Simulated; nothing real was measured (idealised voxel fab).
voxel ribs on slabs: a process module
The cross-section on display is named cut; it measures 290 nm wide, and its cells are 5 nm squares.
Cross-sections here: square-cell grids, written as top-down lists of bands, a band being one or more rows of cells. For a band, the entry starts with two heights in nm, that of the top and then that of the bottom, and carries on with the band's materials in order from left to right, each alongside its width in nm; the word "full width" beside a single material means it fills the band edge to edge, and "empty" means empty space. A quick word on heights: they are counted from 0, and under that level the wafer as it came to us is one material throughout. The lowest band is different from the rest in having no bottom; it simply continues downward, written as in "0 and below". Note: "30 to 40" means the width goes from the first number (top row of the band) to the second number (bottom row) in equal steps per row of cells. It should be understood that the words "no alterations made", when stated for a given step, signify that the cross-section underwent no change in any of its cells during that step. Basically, "Closed void register" tells you about the enclosed voids: empty spaces with no open way to the top, 8 cells or bigger, each written width x height at distance, where distance is from the left edge, all in nm. Heads up: the bit after the settings on a step's line is the simulator's remark on that step. overlay nm: mask offset rightward from planned place, masked step; negative means leftward offset.
List of planned process steps
step 1: RECEIVE: material Si
step 2: DIRECTIONAL_DEP: material SiO2, thk nm 20
step 3: DIRECTIONAL_DEP: material polySi, thk nm 15
step 4: MASKED_ETCH: tone cover, mask id RIB, width nm 25, etch materials polySi, depth nm 5, overlay nm 0
step 5: DIRECTIONAL_DEP: material aC, thk nm 10
step 6: PATTERN: tone cover, mask id SLAB, material resist, width nm 75, thk nm 25, overlay nm 0
step 7: DIRECTIONAL_ETCH: etch materials aC, depth nm 10
step 8: STRIP: etch materials resist
step 9: DIRECTIONAL_ETCH: etch materials polySi, depth nm 10
step 10: STRIP: etch materials aC
step 11: FILL_DEP: material SiO2, thk nm 20
step 12: CMP: height nm 45
step 13: DIRECTIONAL_DEP: material TiN, thk nm 5
step 14: DIRECTIONAL_DEP: material aC, thk nm 15
step 15: PATTERN: tone cover, mask id HEATER, material resist, width nm 25, thk nm 35, overlay nm 0
step 16: DIRECTIONAL_ETCH: etch materials aC, depth nm 15
step 17: STRIP: etch materials resist
step 18: DIRECTIONAL_ETCH: etch materials TiN, depth nm 5
step 19: STRIP: etch materials aC
step 20: CONFORMAL_DEP: material SiO2, thk nm 5
For clarity, it should be stated that the wafers under discussion commence in an identical condition and differ with respect to the width nm of step 15, the plan indicating the value that the first wafer had.
Cut through the first of several wafers as received, post step 1
* 0 and below: Si full width
* Closed void register: none
First of several wafers, sectioned at end of module (last step: step 20)
* 55 down to 50: empty (125) / SiO2 (35) / empty (130)
* 50 down to 45: SiO2 (130) / TiN (25) / SiO2 (135)
* 45 down to 35: SiO2 full width
* 35 down to 30: SiO2 (130) / polySi (25) / SiO2 (135)
* 30 down to 20: SiO2 (105) / polySi (75) / SiO2 (110)
* 20 down to 0: SiO2 full width
* 0 and below: Si full width
* Closed void register: none
Sectional view of the last wafer upon completion of the module
* 55 down to 50: empty (115) / SiO2 (60) / empty (115)
* 50 down to 45: SiO2 (120) / TiN (50) / SiO2 (120)
* 45 down to 35: SiO2 full width
* 35 down to 30: SiO2 (130) / polySi (25) / SiO2 (135)
* 30 down to 20: SiO2 (105) / polySi (75) / SiO2 (110)
* 20 down to 0: SiO2 full width
* 0 and below: Si full width
* Closed void register: none
Below, a row for every wafer. Read it as the end-of-module picture: for each material the wafer shows its cells gained (+) or lost (-) since it was received, and then its closed voids
width nm 25, +547 SiO2, +5 TiN, +35 polySi, Closed void register: none
width nm 30, +547 SiO2, +6 TiN, +35 polySi, Closed void register: none
width nm 35, +547 SiO2, +7 TiN, +35 polySi, Closed void register: none
width nm 40, +547 SiO2, +8 TiN, +35 polySi, Closed void register: none
width nm 45, +547 SiO2, +9 TiN, +35 polySi, Closed void register: none
width nm 50, +547 SiO2, +10 TiN, +35 polySi, Closed void register: none
